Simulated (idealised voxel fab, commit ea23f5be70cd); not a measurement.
Title: Process Module voxel self aligned vias
Section shown: cut. Width: 235 nm. Cell size: 5 nm, square.
Cross-section, as written here: a square-cell grid given band by band from the top down, where a band holds one or more rows of cells. Heights first: top, then bottom, in nm. Then materials, left to right, each with a width in nm. "all across" on a single material: fills the band edge to edge. "empty": empty space. The reference from which all heights are counted is 0, the level beneath which the as-received wafer is entirely one material; the lowest band, having no lower bound, proceeds downward and is written after the example "z 0 and below". Width "30..40": first value at the band's top row of cells, second value at its bottom row, equal change from row to row. Step note "nothing changed" = no cross-section cell changed. In "Closed void list" the enclosed voids are listed, meaning empty spaces of 8 cells or larger without any opening to the top. The form is width x height at distance, distance from the left edge, units nm. Anything after a step's settings on that line? It's the simulator's own note about the step. Steps that use a mask can have "overlay nm" on their line. It says how far the mask sat to the right of where it was meant to be. Negative means to the left.
-- These are the steps we planned for the process
1. op RECEIVE | material Si
2. op CONFORMAL_DEP | material SiO2 | thk nm 10
3. op CONFORMAL_DEP | material SiCN | thk nm 5
4. op DIRECTIONAL_DEP | material SiO2 | thk nm 20
5. op MASKED_ETCH | tone open | mask id LINES | width nm 25 | pitch nm 70 | etch materials SiO2 | depth nm 20 | overlay nm 0
6. op CONFORMAL_DEP | material TiN | thk nm 5
7. op FILL_DEP | material W | thk nm 10
8. op CMP | height nm 35
9. op SELECTIVE_ETCH | etch materials W Ru TiN | depth nm 5
10. op FILL_DEP | material SiN | thk nm 5
11. op CMP | height nm 35
12. op DIRECTIONAL_DEP | material SiO2 | thk nm 15
13. op MASKED_ETCH | tone open | mask id VIAS | width nm 45 | pitch nm 70 | etch materials SiO2 | depth nm 15 | overlay nm 0
14. op MASKED_ETCH | tone open | mask id VIAS | width nm 45 | pitch nm 70 | etch materials SiN | depth nm 5 | overlay nm 0
15. op CONFORMAL_DEP | material TiN | thk nm 5
16. op FILL_DEP | material W | thk nm 10
17. op CMP | height nm 50
18. op CONFORMAL_DEP | material SiN | thk nm 5
-- Step 1 complete: cross-section of the wafer as received
z 0 and below = Si all across
Closed void list: none
-- Wafer cross-section at module end: first of two, run to plan
z 55 to 50 = SiN all across
z 50 to 40 = SiO2 (60) / TiN (5) / W (35) / TiN (5) / SiO2 (25) / TiN (5) / W (35) / TiN (5) / SiO2 (60)
z 40 to 35 = SiO2 (60) / TiN (15) / W (15) / TiN (15) / SiO2 (25) / TiN (15) / W (15) / TiN (15) / SiO2 (60)
z 35 to 30 = SiO2 (70) / TiN (25) / SiO2 (45) / TiN (25) / SiO2 (70)
z 30 to 20 = SiO2 (70) / TiN (5) / W (15) / TiN (5) / SiO2 (45) / TiN (5) / W (15) / TiN (5) / SiO2 (70)
z 20 to 15 = SiO2 (70) / TiN (25) / SiO2 (45) / TiN (25) / SiO2 (70)
z 15 to 10 = SiCN all across
z 10 to 0 = SiO2 all across
z 0 and below = Si all across
Closed void list: none
-- Now the second wafer, cross-sectioned at the end of the module. Nothing different at the start, nothing different in the plan compared with the first, just one mistake when it was actually run
z 55 to 50 = SiN all across
z 50 to 35 = SiO2 (60) / TiN (5) / W (35) / TiN (5) / SiO2 (25) / TiN (5) / W (35) / TiN (5) / SiO2 (60)
z 35 to 30 = SiO2 (60) / TiN (45) / SiO2 (25) / TiN (45) / SiO2 (60)
z 30 to 20 = SiO2 (60) / TiN (15) / W (15) / TiN (15) / SiO2 (25) / TiN (15) / W (15) / TiN (15) / SiO2 (60)
z 20 to 15 = SiO2 (70) / TiN (25) / SiO2 (45) / TiN (25) / SiO2 (70)
z 15 to 10 = SiCN all across
z 10 to 0 = SiO2 all across
z 0 and below = Si all across
Closed void list: none
Plan not followed: plan step 13 ran twice
Final comparison by cell count, materials where the second wafer has more or fewer than the first: SiO2: 24 fewer, TiN: 16 more, W: 8 more
